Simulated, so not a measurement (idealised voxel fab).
Process module, titled voxel gate over fins
The cross-section shown here is cut; it is 155 nm wide and divided into square cells measuring 5 nm on a side.
Cross-section, as written here: a square-cell grid given band by band from the top down, where a band holds one or more rows of cells.
Each band's line starts with the height of the band's top and of its bottom, in nm. Then come its materials from left to right, each with its width in nm. One material with "throughout" fills the band from edge to edge. "blank" is empty space.
Below 0: as-received wafer, all one material; heights counted from there. Lowest band: no bottom, goes on down, written "0 -> down".
The notation "30..40" denotes a width that varies across the rows of cells in the band, beginning at the first number in the top row, finishing at the second number in the bottom row, and changing by an identical amount from each row to the next.
It should be understood that the words "remains unaltered", when stated for a given step, signify that the cross-section underwent no change in any of its cells during that step.
Empty spaces counting at least 8 cells and having no open way to the top are listed in "Non-vented voids". The notation width x height at distance is used for each, the distance being from the left edge and all three values in nm.
Past the settings on a step's line: simulator remark, on that step.
"overlay nm" on a masked step: distance the mask lay right of its planned place, negative for left.
-- List of planned process steps
1) RECEIVE, material Si
2) CONFORMAL_DEP, material SiN, thk nm 10
3) DIRECTIONAL_DEP, material aC, thk nm 10
4) PATTERN, tone cover, mask id FINS, material resist, width nm 15, pitch nm 35, thk nm 30, overlay nm 0
5) DIRECTIONAL_ETCH, etch materials aC, depth nm 10
6) STRIP, etch materials resist
7) DIRECTIONAL_ETCH, etch materials SiN, depth nm 10
8) DIRECTIONAL_ETCH, etch materials Si, depth nm 40
9) STRIP, etch materials aC
10) FILL_DEP, material SiO2, thk nm 10
11) CMP, height nm 10
12) SELECTIVE_ETCH, etch materials SiO2, depth nm 20
13) STRIP, etch materials SiN
14) CONFORMAL_DEP, material HfO2, thk nm 5
15) CONFORMAL_DEP, material TiN, thk nm 5
16) CONFORMAL_DEP, material TiAl, thk nm 5
17) CONFORMAL_DEP, material TiN, thk nm 5
18) FILL_DEP, material W, thk nm 15
19) CMP, height nm 30
20) CONFORMAL_DEP, material SiN, thk nm 5
-- So this is the incoming wafer in cross-section - it's already been through step 1
* 0 -> down  Si throughout
* Non-vented voids: none
-- Post-module cross-section of the first of two wafers (run per plan)
* 35 -> 30  SiN throughout
* 30 -> 20  W throughout
* 20 -> 15  15 nm W; 125 nm TiN; 15 nm W
* 15 -> 10  15 nm W; 5 nm TiN; 115 nm TiAl; 5 nm TiN; 15 nm W
* 10 -> 5  20 nm TiN; 5 nm TiAl; 105 nm TiN; 5 nm TiAl; 20 nm TiN
* 5 -> 0  25 nm TiAl; 5 nm TiN; 25 nm HfO2; 10 nm TiN; 25 nm HfO2; 10 nm TiN; 25 nm HfO2; 5 nm TiN; 25 nm TiAl
* 0 -> -5  30 nm TiN; 5 nm HfO2; 15 nm Si; 5 nm HfO2; 10 nm TiN; 5 nm HfO2; 15 nm Si; 5 nm HfO2; 10 nm TiN; 5 nm HfO2; 15 nm Si; 5 nm HfO2; 30 nm TiN
* -5 -> -10  35 nm HfO2; 15 nm Si; 20 nm HfO2; 15 nm Si; 20 nm HfO2; 15 nm Si; 35 nm HfO2
* -10 -> -40  35 nm SiO2; 15 nm Si; 20 nm SiO2; 15 nm Si; 20 nm SiO2; 15 nm Si; 35 nm SiO2
* -40 -> down  Si throughout
* Non-vented voids: none
-- What the second wafer looks like in cross-section once the module is done. Its start and its plan matched the first wafer's exactly; what differed was one mistake in how it was run
* 45 -> 30  SiN throughout
* 30 -> 20  W throughout
* 20 -> 15  15 nm W; 125 nm TiN; 15 nm W
* 15 -> 10  15 nm W; 5 nm TiN; 115 nm TiAl; 5 nm TiN; 15 nm W
* 10 -> 5  20 nm TiN; 5 nm TiAl; 105 nm TiN; 5 nm TiAl; 20 nm TiN
* 5 -> 0  25 nm TiAl; 5 nm TiN; 25 nm HfO2; 10 nm TiN; 25 nm HfO2; 10 nm TiN; 25 nm HfO2; 5 nm TiN; 25 nm TiAl
* 0 -> -5  30 nm TiN; 5 nm HfO2; 15 nm Si; 5 nm HfO2; 10 nm TiN; 5 nm HfO2; 15 nm Si; 5 nm HfO2; 10 nm TiN; 5 nm HfO2; 15 nm Si; 5 nm HfO2; 30 nm TiN
* -5 -> -10  35 nm HfO2; 15 nm Si; 20 nm HfO2; 15 nm Si; 20 nm HfO2; 15 nm Si; 35 nm HfO2
* -10 -> -40  35 nm SiO2; 15 nm Si; 20 nm SiO2; 15 nm Si; 20 nm SiO2; 15 nm Si; 35 nm SiO2
* -40 -> down  Si throughout
* Non-vented voids: none
Misprocessing identified: step 20 did not happen as planned, as run it was CONFORMAL_DEP, material SiN, thk nm 15
Final difference in cells, second wafer against first, listed per material as more or fewer: +62 SiN
